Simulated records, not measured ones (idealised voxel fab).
This is a process module. Its name is voxel self aligned vias.
For reference, the cross-section in this document is cut, with width 300 nm and square cells of 5 nm.
Cross-section format: a grid of square cells, given as bands from top to bottom; each band is one or more rows of cells.
The entry gives the band's vertical extent as a top height and a bottom height in nm, then its horizontal make-up as materials from left to right, each with a width in nm. "empty" stands for empty space; a single material marked "full width" fills the band edge to edge.
Height 0 is the level under which the wafer as received is all one material. The lowest band goes on downwards, as in "0 down".
Read "30->40" as a graded width: first number on top, second number at the bottom, same change between each pair of neighbouring rows.
Given "remained the same" for a step, no cell of the cross-section differs between before and after that step.
If an empty space has no open way to the top and is at least 8 cells in size, "Fully closed voids" lists it, written width x height at distance, where distance is measured from the left edge and every value is in nm.
That trailing text on a step's line, after the settings, is the simulator's own remark on the step.
overlay nm, on a step with a mask: how far to the right of its planned place the mask lay; to the left if negative

Planned process steps:
1. RECEIVE: material Si
2. CONFORMAL_DEP: material SiO2, thk nm 5
3. CONFORMAL_DEP: material SiCN, thk nm 5
4. DIRECTIONAL_DEP: material SiO2, thk nm 30
5. DIRECTIONAL_DEP: material aC, thk nm 15
6. PATTERN: tone open, mask id LINES, material resist, width nm 20, pitch nm 55, thk nm 30, overlay nm 0
7. DIRECTIONAL_ETCH: etch materials aC, depth nm 15
8. STRIP: etch materials resist
9. DIRECTIONAL_ETCH: etch materials SiO2, depth nm 30
10. STRIP: etch materials aC
11. CONFORMAL_DEP: material TiN, thk nm 5
12. FILL_DEP: material Ru, thk nm 10
13. CMP: height nm 45
14. SELECTIVE_ETCH: etch materials W Ru TiN, depth nm 5
15. FILL_DEP: material SiN, thk nm 5
16. CMP: height nm 45
17. DIRECTIONAL_DEP: material SiO2, thk nm 15
18. MASKED_ETCH: tone open, mask id VIAS, width nm 30, pitch nm 55, etch materials SiO2, depth nm 15, overlay nm 0
19. MASKED_ETCH: tone open, mask id VIAS, width nm 30, pitch nm 55, etch materials SiN, depth nm 5, overlay nm 0
20. CONFORMAL_DEP: material TiN, thk nm 5
21. FILL_DEP: material Cu, thk nm 5
22. CMP: height nm 60
23. CONFORMAL_DEP: material SiCN, thk nm 5
Wafers differ in thk nm at step 2; plan lists the first wafer's value; identical starting state.

As received, i.e. after step 1: cross-section through the first of several wafers:
0 down: Si full width
Fully closed voids: none

At the end of the module, after its last step, step 23, the first of several wafers appears in cross-section as follows:
65 to 60: SiCN full width
60 to 45: 80 SiO2 | 5 TiN | 20 Cu | 5 TiN | 25 SiO2 | 5 TiN | 20 Cu | 5 TiN | 25 SiO2 | 5 TiN | 20 Cu | 5 TiN | 80 SiO2
45 to 40: 80 SiN | 30 TiN | 25 SiN | 30 TiN | 25 SiN | 30 TiN | 80 SiN
40 to 15: 85 SiO2 | 5 TiN | 10 Ru | 5 TiN | 35 SiO2 | 5 TiN | 10 Ru | 5 TiN | 35 SiO2 | 5 TiN | 10 Ru | 5 TiN | 85 SiO2
15 to 10: 85 SiO2 | 20 TiN | 35 SiO2 | 20 TiN | 35 SiO2 | 20 TiN | 85 SiO2
10 to 5: SiCN full width
5 to 0: SiO2 full width
0 down: Si full width
Fully closed voids: none

So this is the cross-section on the last wafer at the end of the module:
65 to 60: SiCN full width
60 to 50: 80 SiO2 | 5 TiN | 20 Cu | 5 TiN | 25 SiO2 | 5 TiN | 20 Cu | 5 TiN | 25 SiO2 | 5 TiN | 20 Cu | 5 TiN | 80 SiO2
50 to 45: 80 SiO2 | 10 TiN | 10 Cu | 10 TiN | 25 SiO2 | 10 TiN | 10 Cu | 10 TiN | 25 SiO2 | 10 TiN | 10 Cu | 10 TiN | 80 SiO2
45 to 40: 85 SiO2 | 20 TiN | 35 SiO2 | 20 TiN | 35 SiO2 | 20 TiN | 85 SiO2
40 to 35: 85 SiO2 | 5 TiN | 10 Ru | 5 TiN | 35 SiO2 | 5 TiN | 10 Ru | 5 TiN | 35 SiO2 | 5 TiN | 10 Ru | 5 TiN | 85 SiO2
35 to 30: 85 SiO2 | 20 TiN | 35 SiO2 | 20 TiN | 35 SiO2 | 20 TiN | 85 SiO2
30 to 25: SiCN full width
25 to 0: SiO2 full width
0 down: Si full width
Fully closed voids: none

Gained (+) or lost (-) cells of each material since receipt, then closed voids: one row per wafer, at the end of the module:
thk nm 5; +36 Cu; +30 Ru; +120 SiCN; +42 SiN; +474 SiO2; +78 TiN; Fully closed voids: none
thk nm 10; +30 Cu; +24 Ru; +120 SiCN; +534 SiO2; +72 TiN; Fully closed voids: none
thk nm 15; +30 Cu; +18 Ru; +120 SiCN; +546 SiO2; +66 TiN; Fully closed voids: none
thk nm 20; +30 Cu; +12 Ru; +120 SiCN; +558 SiO2; +60 TiN; Fully closed voids: none
thk nm 25; +30 Cu; +6 Ru; +120 SiCN; +570 SiO2; +54 TiN; Fully closed voids: none
